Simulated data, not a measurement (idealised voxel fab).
process module | voxel self aligned contacts
cross-section cut | 290 nm wide | cells 5 nm
A cross-section is a grid of square cells, given in bands from the top down. A band is one or more rows of cells.
Each band's line starts with the height of the band's top and of its bottom, in nm. Then come its materials from left to right, each with its width in nm. One material with "throughout" fills the band from edge to edge. "air" is empty space.
Height 0 is the level under which the wafer as received is all one material. The lowest band goes on downwards, as in "0 down".
A width such as "30 to 40" changes by the same amount from each row of cells to the next, from the band's top row to its bottom row.
"no change" after a step means that no cell of the cross-section changed.
closed voids: empty space of 8 cells or more with no open way to the top, each as width x height at its distance from the left edge, in nm
after a step's settings: what the simulator itself notes on the step
overlay nm, on a step with a mask: how far to the right of its planned place the mask lay; to the left if negative
plan
1 op RECEIVE | material Si
2 op CONFORMAL_DEP | material SiO2 | thk nm 5
3 op DIRECTIONAL_DEP | material polySi | thk nm 25
4 op DIRECTIONAL_DEP | material SiN | thk nm 20
5 op DIRECTIONAL_DEP | material aC | thk nm 15
6 op PATTERN | tone cover | mask id GATE | material resist | width nm 30 | pitch nm 75 | thk nm 30 | overlay nm 0
7 op DIRECTIONAL_ETCH | etch materials aC | depth nm 15
8 op STRIP | etch materials resist
9 op DIRECTIONAL_ETCH | etch materials SiN | depth nm 20
10 op DIRECTIONAL_ETCH | etch materials polySi | depth nm 25
11 op STRIP | etch materials aC
12 op CONFORMAL_DEP | material SiN | thk nm 10
13 op DIRECTIONAL_ETCH | etch materials SiN | depth nm 10
14 op FILL_DEP | material SiO2 | thk nm 10
15 op CMP | height nm 55
16 op MASKED_ETCH | tone open | mask id CONTACT | width nm 55 | pitch nm 75 | etch materials SiO2 | depth nm 55 | overlay nm 0
17 op CONFORMAL_DEP | material TiN | thk nm 5
18 op FILL_DEP | material W | thk nm 5
19 op CMP | height nm 55
20 op CONFORMAL_DEP | material SiN | thk nm 5
first wafer, as planned
as received, after step 1
  0 down: Si throughout
  closed voids: none
after step 2
  5 to 0: SiO2 throughout
  below 0: unchanged
after step 3
  30 to 5: polySi throughout
  below 5: unchanged
after step 4
  50 to 30: SiN throughout
  below 30: unchanged
after step 5
  65 to 50: aC throughout
  below 50: unchanged
after step 6
  95 to 65: air 55 | resist 30 | air 45 | resist 30 | air 45 | resist 30 | air 55
  below 65: unchanged
after step 7
  80 to 65: air 55 | resist 30 | air 45 | resist 30 | air 45 | resist 30 | air 55
  65 to 50: air 55 | aC 30 | air 45 | aC 30 | air 45 | aC 30 | air 55
  below 50: unchanged
after step 8
  65 to 50: air 55 | aC 30 | air 45 | aC 30 | air 45 | aC 30 | air 55
  below 50: unchanged
after step 9
  65 to 50: air 55 | aC 30 | air 45 | aC 30 | air 45 | aC 30 | air 55
  50 to 30: air 55 | SiN 30 | air 45 | SiN 30 | air 45 | SiN 30 | air 55
  below 30: unchanged
after step 10
  65 to 50: air 55 | aC 30 | air 45 | aC 30 | air 45 | aC 30 | air 55
  50 to 30: air 55 | SiN 30 | air 45 | SiN 30 | air 45 | SiN 30 | air 55
  30 to 5: air 55 | polySi 30 | air 45 | polySi 30 | air 45 | polySi 30 | air 55
  below 5: unchanged
after step 11
  50 to 30: air 55 | SiN 30 | air 45 | SiN 30 | air 45 | SiN 30 | air 55
  below 30: unchanged
after step 12
  60 to 30: air 45 | SiN 50 | air 25 | SiN 50 | air 25 | SiN 50 | air 45
  30 to 15: air 45 | SiN 10 | polySi 30 | SiN 10 | air 25 | SiN 10 | polySi 30 | SiN 10 | air 25 | SiN 10 | polySi 30 | SiN 10 | air 45
  15 to 5: SiN 55 | polySi 30 | SiN 45 | polySi 30 | SiN 45 | polySi 30 | SiN 55
  below 5: unchanged
after step 13
  50 to 30: air 45 | SiN 50 | air 25 | SiN 50 | air 25 | SiN 50 | air 45
  30 to 5: air 45 | SiN 10 | polySi 30 | SiN 10 | air 25 | SiN 10 | polySi 30 | SiN 10 | air 25 | SiN 10 | polySi 30 | SiN 10 | air 45
  below 5: unchanged
after step 14
  60 to 50: SiO2 throughout
  50 to 30: SiO2 45 | SiN 50 | SiO2 25 | SiN 50 | SiO2 25 | SiN 50 | SiO2 45
  30 to 5: SiO2 45 | SiN 10 | polySi 30 | SiN 10 | SiO2 25 | SiN 10 | polySi 30 | SiN 10 | SiO2 25 | SiN 10 | polySi 30 | SiN 10 | SiO2 45
  below 5: unchanged
after step 15
  55 to 50: SiO2 throughout
  below 50: unchanged
after step 16
  55 to 50: SiO2 80 | air 55 | SiO2 20 | air 55 | SiO2 80
  50 to 30: SiO2 45 | SiN 50 | air 25 | SiN 50 | air 25 | SiN 50 | SiO2 45
  30 to 5: SiO2 45 | SiN 10 | polySi 30 | SiN 10 | air 25 | SiN 10 | polySi 30 | SiN 10 | air 25 | SiN 10 | polySi 30 | SiN 10 | SiO2 45
  5 to 0: SiO2 95 | air 25 | SiO2 50 | air 25 | SiO2 95
  below 0: unchanged
after step 17
  60 to 55: TiN 85 | air 45 | TiN 30 | air 45 | TiN 85
  55 to 50: SiO2 80 | TiN 20 | air 15 | TiN 20 | SiO2 20 | TiN 20 | air 15 | TiN 20 | SiO2 80
  50 to 30: SiO2 45 | SiN 50 | TiN 5 | air 15 | TiN 5 | SiN 50 | TiN 5 | air 15 | TiN 5 | SiN 50 | SiO2 45
  30 to 5: SiO2 45 | SiN 10 | polySi 30 | SiN 10 | TiN 5 | air 15 | TiN 5 | SiN 10 | polySi 30 | SiN 10 | TiN 5 | air 15 | TiN 5 | SiN 10 | polySi 30 | SiN 10 | SiO2 45
  5 to 0: SiO2 95 | TiN 25 | SiO2 50 | TiN 25 | SiO2 95
  below 0: unchanged
after step 18
  65 to 60: W throughout
  60 to 55: TiN 85 | W 45 | TiN 30 | W 45 | TiN 85
  55 to 50: SiO2 80 | TiN 20 | W 15 | TiN 20 | SiO2 20 | TiN 20 | W 15 | TiN 20 | SiO2 80
  50 to 30: SiO2 45 | SiN 50 | TiN 5 | W 15 | TiN 5 | SiN 50 | TiN 5 | W 15 | TiN 5 | SiN 50 | SiO2 45
  30 to 5: SiO2 45 | SiN 10 | polySi 30 | SiN 10 | TiN 5 | W 15 | TiN 5 | SiN 10 | polySi 30 | SiN 10 | TiN 5 | W 15 | TiN 5 | SiN 10 | polySi 30 | SiN 10 | SiO2 45
  below 5: unchanged
after step 19
  55 to 50: SiO2 80 | TiN 20 | W 15 | TiN 20 | SiO2 20 | TiN 20 | W 15 | TiN 20 | SiO2 80
  below 50: unchanged
after step 20
  60 to 55: SiN throughout
  below 55: unchanged
second wafer: like start, like plan, one mistake. Through step 5 it matches the first wafer
when step 6 should have ended
  95 to 65: resist 55 | air 30 | resist 45 | air 30 | resist 45 | air 30 | resist 55
  below 65: unchanged
when step 7 should have ended
  80 to 65: resist 55 | air 30 | resist 45 | air 30 | resist 45 | air 30 | resist 55
  65 to 50: aC 55 | air 30 | aC 45 | air 30 | aC 45 | air 30 | aC 55
  below 50: unchanged
when step 8 should have ended
  65 to 50: aC 55 | air 30 | aC 45 | air 30 | aC 45 | air 30 | aC 55
  below 50: unchanged
when step 9 should have ended
  65 to 50: aC 55 | air 30 | aC 45 | air 30 | aC 45 | air 30 | aC 55
  50 to 30: SiN 55 | air 30 | SiN 45 | air 30 | SiN 45 | air 30 | SiN 55
  below 30: unchanged
when step 10 should have ended
  65 to 50: aC 55 | air 30 | aC 45 | air 30 | aC 45 | air 30 | aC 55
  50 to 30: SiN 55 | air 30 | SiN 45 | air 30 | SiN 45 | air 30 | SiN 55
  30 to 5: polySi 55 | air 30 | polySi 45 | air 30 | polySi 45 | air 30 | polySi 55
  below 5: unchanged
when step 11 should have ended
  50 to 30: SiN 55 | air 30 | SiN 45 | air 30 | SiN 45 | air 30 | SiN 55
  below 30: unchanged
when step 12 should have ended
  60 to 30: SiN 65 | air 10 | SiN 65 | air 10 | SiN 65 | air 10 | SiN 65
  30 to 15: polySi 55 | SiN 10 | air 10 | SiN 10 | polySi 45 | SiN 10 | air 10 | SiN 10 | polySi 45 | SiN 10 | air 10 | SiN 10 | polySi 55
  15 to 5: polySi 55 | SiN 30 | polySi 45 | SiN 30 | polySi 45 | SiN 30 | polySi 55
  below 5: unchanged
when step 13 should have ended
  50 to 30: SiN 65 | air 10 | SiN 65 | air 10 | SiN 65 | air 10 | SiN 65
  30 to 5: polySi 55 | SiN 10 | air 10 | SiN 10 | polySi 45 | SiN 10 | air 10 | SiN 10 | polySi 45 | SiN 10 | air 10 | SiN 10 | polySi 55
  below 5: unchanged
when step 14 should have ended
  60 to 50: SiO2 throughout
  50 to 30: SiN 65 | SiO2 10 | SiN 65 | SiO2 10 | SiN 65 | SiO2 10 | SiN 65
  30 to 5: polySi 55 | SiN 10 | SiO2 10 | SiN 10 | polySi 45 | SiN 10 | SiO2 10 | SiN 10 | polySi 45 | SiN 10 | SiO2 10 | SiN 10 | polySi 55
  below 5: unchanged
when step 15 should have ended
  55 to 50: SiO2 throughout
  below 50: unchanged
when step 16 should have ended
  55 to 50: SiO2 80 | air 55 | SiO2 20 | air 55 | SiO2 80
  below 50: unchanged
when step 17 should have ended
  60 to 55: TiN 85 | air 45 | TiN 30 | air 45 | TiN 85
  55 to 50: SiO2 80 | TiN 55 | SiO2 20 | TiN 55 | SiO2 80
  below 50: unchanged
when step 18 should have ended
  65 to 60: W throughout
  60 to 55: TiN 85 | W 45 | TiN 30 | W 45 | TiN 85
  below 55: unchanged
when step 19 should have ended
  55 to 50: SiO2 80 | TiN 55 | SiO2 20 | TiN 55 | SiO2 80
  below 50: unchanged
when step 20 should have ended
  60 to 55: SiN throughout
  below 55: unchanged
what went wrong: step 6 ran as: op PATTERN | tone open | mask id GATE | material resist | width nm 30 | pitch nm 75 | thk nm 30 | overlay nm 0
at the end the second wafer has, in cells: 88 more of SiN | 98 fewer of SiO2 | 40 fewer of TiN | 60 fewer of W | 110 more of polySi
